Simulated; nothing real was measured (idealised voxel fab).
process module | voxel wiring stack
cross-section cut | 295 nm wide | cells 5 nm
A cross-section is a grid of square cells, given in bands from the top down. A band is one or more rows of cells.
Each band's line starts with the height of the band's top and of its bottom, in nm. Then come its materials from left to right, each with its width in nm. One material with "throughout" fills the band from edge to edge. "air" is empty space.
Height 0 is the level under which the wafer as received is all one material. The lowest band goes on downwards, as in "0 down".
A width such as "30 to 40" changes by the same amount from each row of cells to the next, from the band's top row to its bottom row.
"no change" after a step means that no cell of the cross-section changed.
closed voids: empty space of 8 cells or more with no open way to the top, each as width x height at its distance from the left edge, in nm
after a step's settings: what the simulator itself notes on the step
overlay nm, on a step with a mask: how far to the right of its planned place the mask lay; to the left if negative
plan
1 op RECEIVE | material Si
2 op CONFORMAL_DEP | material SiO2 | thk nm 10
3 op DIRECTIONAL_DEP | material TiN | thk nm 5
4 op DIRECTIONAL_DEP | material Ru | thk nm 15
5 op PATTERN | tone cover | mask id METAL_1 | material resist | width nm 30 | pitch nm 60 | thk nm 20 | overlay nm 0
6 op DIRECTIONAL_ETCH | etch materials Ru | depth nm 15
7 op DIRECTIONAL_ETCH | etch materials TiN | depth nm 5
8 op STRIP | etch materials resist
9 op FILL_DEP | material SiO2 | thk nm 5
10 op CMP | height nm 30
11 op CONFORMAL_DEP | material SiCN | thk nm 5
12 op DIRECTIONAL_DEP | material SiO2 | thk nm 20
13 op MASKED_ETCH | tone open | mask id PLUG_1 | width nm 15 | pitch nm 120 | etch materials SiO2 | depth nm 20 | overlay nm 0
14 op MASKED_ETCH | tone open | mask id PLUG_1 | width nm 15 | pitch nm 120 | etch materials SiCN | depth nm 5 | overlay nm 0
15 op EPI | material Ru | thk nm 10
16 op EPI | material Ru | thk nm 10
17 op EPI | material Ru | thk nm 5
18 op DIRECTIONAL_DEP | material TiN | thk nm 5
19 op DIRECTIONAL_DEP | material Ru | thk nm 25
20 op MASKED_ETCH | tone cover | mask id METAL_2 | width nm 30 | pitch nm 60 | etch materials Ru | depth nm 25 | overlay nm 0
21 op MASKED_ETCH | tone cover | mask id METAL_2 | width nm 30 | pitch nm 60 | etch materials TiN | depth nm 5 | overlay nm 0
22 op CONFORMAL_DEP | material SiCN | thk nm 5
23 op FILL_DEP | material SiO2 | thk nm 5
24 op CMP | height nm 85
25 op CONFORMAL_DEP | material SiCN | thk nm 5
as received, after step 1
  0 down: Si throughout
  closed voids: none
first wafer at the end, as planned
  90 to 85: SiCN throughout
  85 to 60: SiO2 35 | SiCN 5 | Ru 30 | SiCN 5 | SiO2 20 | SiCN 5 | Ru 30 | SiCN 5 | SiO2 20 | SiCN 5 | Ru 30 | SiCN 5 | SiO2 20 | SiCN 5 | Ru 30 | SiCN 5 | SiO2 40
  60 to 55: SiCN 40 | TiN 30 | SiCN 30 | TiN 30 | SiCN 30 | TiN 30 | SiCN 30 | TiN 30 | SiCN 45
  55 to 35: SiO2 40 | Ru 15 | SiO2 105 | Ru 15 | SiO2 120
  35 to 30: SiCN 40 | Ru 15 | SiCN 105 | Ru 15 | SiCN 120
  30 to 15: SiO2 40 | Ru 30 | SiO2 30 | Ru 30 | SiO2 30 | Ru 30 | SiO2 30 | Ru 30 | SiO2 45
  15 to 10: SiO2 40 | TiN 30 | SiO2 30 | TiN 30 | SiO2 30 | TiN 30 | SiO2 30 | TiN 30 | SiO2 45
  10 to 0: SiO2 throughout
  0 down: Si throughout
  closed voids: none
second wafer at the end: like start, like plan, one mistake
  90 to 85: SiO2 throughout
  85 to 60: SiO2 35 | SiCN 5 | Ru 30 | SiCN 5 | SiO2 20 | SiCN 5 | Ru 30 | SiCN 5 | SiO2 20 | SiCN 5 | Ru 30 | SiCN 5 | SiO2 20 | SiCN 5 | Ru 30 | SiCN 5 | SiO2 40
  60 to 55: SiCN 40 | TiN 30 | SiCN 30 | TiN 30 | SiCN 30 | TiN 30 | SiCN 30 | TiN 30 | SiCN 45
  55 to 35: SiO2 40 | Ru 15 | SiO2 105 | Ru 15 | SiO2 120
  35 to 30: SiCN 40 | Ru 15 | SiCN 105 | Ru 15 | SiCN 120
  30 to 15: SiO2 40 | Ru 30 | SiO2 30 | Ru 30 | SiO2 30 | Ru 30 | SiO2 30 | Ru 30 | SiO2 45
  15 to 10: SiO2 40 | TiN 30 | SiO2 30 | TiN 30 | SiO2 30 | TiN 30 | SiO2 30 | TiN 30 | SiO2 45
  10 to 0: SiO2 throughout
  0 down: Si throughout
  closed voids: none
what went wrong: step 25 ran as: op CONFORMAL_DEP | material SiO2 | thk nm 5
at the end the second wafer has, in cells: 59 fewer of SiCN | 59 more of SiO2
